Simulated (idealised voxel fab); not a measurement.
process module | voxel gate over fins
Square cells of 5 nm make up the cross-section cut, whose width is 155 nm.
Cross-section spec: square-cell grid; bands listed top down; each band is one or more rows.
The band entry comprises the height of the band's top followed by the height of its bottom, expressed in nm, and subsequently the band's materials from left to right, each stated together with its width in nm. Where a single material is marked with the word "all across", that material fills the band from edge to edge. The word "empty" represents empty space.
Heights are reckoned from 0. Under this level, the received wafer is all of one material. The bottommost band is open-ended downward, for example "from 0 down".
Width "30 to 40": first value at the band's top row of cells, second value at its bottom row, equal change from row to row.
Basically "nothing was modified" means that step didn't change any cell in the cross-section.
Basically, "Sealed void inventory" tells you about the enclosed voids: empty spaces with no open way to the top, 8 cells or bigger, each written width x height at distance, where distance is from the left edge, all in nm.
Formally, on a step line, whatever follows the settings is a remark that the simulator itself makes on the step.
A step line may carry the setting "overlay nm", which, for steps involving a mask, states the distance by which the mask lay to the right of its intended position; negative values denote displacement to the left.
[Intended process steps]
step 1: RECEIVE (material Si)
step 2: CONFORMAL_DEP (material SiN; thk nm 10)
step 3: DIRECTIONAL_DEP (material aC; thk nm 15)
step 4: PATTERN (tone cover; mask id FINS; material resist; width nm 15; pitch nm 50; thk nm 35; overlay nm 0)
step 5: DIRECTIONAL_ETCH (etch materials aC; depth nm 15)
step 6: STRIP (etch materials resist)
step 7: DIRECTIONAL_ETCH (etch materials SiN; depth nm 10)
step 8: DIRECTIONAL_ETCH (etch materials Si; depth nm 35)
step 9: STRIP (etch materials aC)
step 10: FILL_DEP (material SiO2; thk nm 5)
step 11: CMP (height nm 10)
step 12: DIRECTIONAL_DEP (material aC; thk nm 10)
step 13: PATTERN (tone open; mask id RAIL; material resist; width nm 15; thk nm 30; overlay nm 0)
step 14: DIRECTIONAL_ETCH (etch materials aC; depth nm 10)
step 15: STRIP (etch materials resist)
step 16: DIRECTIONAL_ETCH (etch materials SiO2; depth nm 40)
step 17: STRIP (etch materials aC)
step 18: CONFORMAL_DEP (material TiN; thk nm 5)
step 19: FILL_DEP (material W; thk nm 5)
step 20: CMP (height nm 10)
step 21: SELECTIVE_ETCH (etch materials W Ru TiN; depth nm 25)
step 22: FILL_DEP (material SiO2; thk nm 5)
step 23: CMP (height nm 10)
step 24: SELECTIVE_ETCH (etch materials SiO2; depth nm 20)
step 25: STRIP (etch materials SiN)
step 26: CONFORMAL_DEP (material HfO2; thk nm 5)
step 27: CONFORMAL_DEP (material TiN; thk nm 5)
step 28: FILL_DEP (material W; thk nm 15)
step 29: CMP (height nm 20)
step 30: CONFORMAL_DEP (material SiN; thk nm 10)
[So this is the incoming wafer in cross-section - it's already been through step 1]
from 0 down | Si all across
Sealed void inventory: none
[Cross-section, first of two wafers, end of module, run as planned]
from 30 to 20 | SiN all across
from 20 to 10 | W all across
from 10 to 5 | W 10 nm  TiN 35 nm  W 15 nm  TiN 35 nm  W 15 nm  TiN 35 nm  W 10 nm
from 5 to 0 | W 10 nm  TiN 5 nm  HfO2 25 nm  TiN 5 nm  W 15 nm  TiN 5 nm  HfO2 25 nm  TiN 5 nm  W 15 nm  TiN 5 nm  HfO2 25 nm  TiN 5 nm  W 10 nm
from 0 to -5 | TiN 15 nm  HfO2 5 nm  Si 15 nm  HfO2 5 nm  TiN 25 nm  HfO2 5 nm  Si 15 nm  HfO2 5 nm  TiN 25 nm  HfO2 5 nm  Si 15 nm  HfO2 5 nm  TiN 15 nm
from -5 to -10 | HfO2 20 nm  Si 15 nm  HfO2 35 nm  Si 15 nm  HfO2 35 nm  Si 15 nm  HfO2 20 nm
from -10 to -15 | SiO2 20 nm  Si 15 nm  SiO2 35 nm  Si 15 nm  SiO2 35 nm  Si 15 nm  SiO2 20 nm
from -15 to -25 | SiO2 20 nm  Si 15 nm  SiO2 10 nm  TiN 5 nm  W 5 nm  TiN 5 nm  SiO2 10 nm  Si 15 nm  SiO2 35 nm  Si 15 nm  SiO2 20 nm
from -25 to -30 | SiO2 20 nm  Si 15 nm  SiO2 10 nm  TiN 15 nm  SiO2 10 nm  Si 15 nm  SiO2 35 nm  Si 15 nm  SiO2 20 nm
from -30 to -35 | SiO2 20 nm  Si 15 nm  SiO2 35 nm  Si 15 nm  SiO2 35 nm  Si 15 nm  SiO2 20 nm
from -35 down | Si all across
Sealed void inventory: none
[End of module, second wafer, cross-section. Started like the first, planned like the first, run with one mistake]
from 30 to 20 | SiN all across
from 20 to 15 | W 35 nm  TiN 35 nm  W 85 nm
from 15 to 10 | W 35 nm  TiN 5 nm  HfO2 25 nm  TiN 5 nm  W 85 nm
from 10 to 5 | W 10 nm  TiN 30 nm  HfO2 5 nm  Ru 15 nm  HfO2 5 nm  TiN 30 nm  W 15 nm  TiN 35 nm  W 10 nm
from 5 to 0 | W 10 nm  TiN 5 nm  HfO2 30 nm  Ru 15 nm  HfO2 30 nm  TiN 5 nm  W 15 nm  TiN 5 nm  HfO2 25 nm  TiN 5 nm  W 10 nm
from 0 to -5 | TiN 15 nm  HfO2 5 nm  Si 15 nm  HfO2 10 nm  Ru 15 nm  HfO2 10 nm  Si 15 nm  HfO2 5 nm  TiN 25 nm  HfO2 5 nm  Si 15 nm  HfO2 5 nm  TiN 15 nm
from -5 to -10 | HfO2 20 nm  Si 15 nm  HfO2 10 nm  Ru 15 nm  HfO2 10 nm  Si 15 nm  HfO2 35 nm  Si 15 nm  HfO2 20 nm
from -10 to -15 | SiO2 20 nm  Si 15 nm  SiO2 10 nm  Ru 15 nm  SiO2 10 nm  Si 15 nm  SiO2 35 nm  Si 15 nm  SiO2 20 nm
from -15 to -25 | SiO2 20 nm  Si 15 nm  SiO2 10 nm  TiN 5 nm  W 5 nm  TiN 5 nm  SiO2 10 nm  Si 15 nm  SiO2 35 nm  Si 15 nm  SiO2 20 nm
from -25 to -30 | SiO2 20 nm  Si 15 nm  SiO2 10 nm  TiN 15 nm  SiO2 10 nm  Si 15 nm  SiO2 35 nm  Si 15 nm  SiO2 20 nm
from -30 to -35 | SiO2 20 nm  Si 15 nm  SiO2 35 nm  Si 15 nm  SiO2 35 nm  Si 15 nm  SiO2 20 nm
from -35 down | Si all across
Sealed void inventory: none
Heads up, the wafer didn't run the way we planned it: step 22: run off-plan, actual operation and settings FILL_DEP (material Ru; thk nm 5)
Count the cells at the end and the second wafer has more or fewer of some materials than the first: 8 more of HfO2, 15 more of Ru, 3 fewer of SiO2, 20 fewer of W
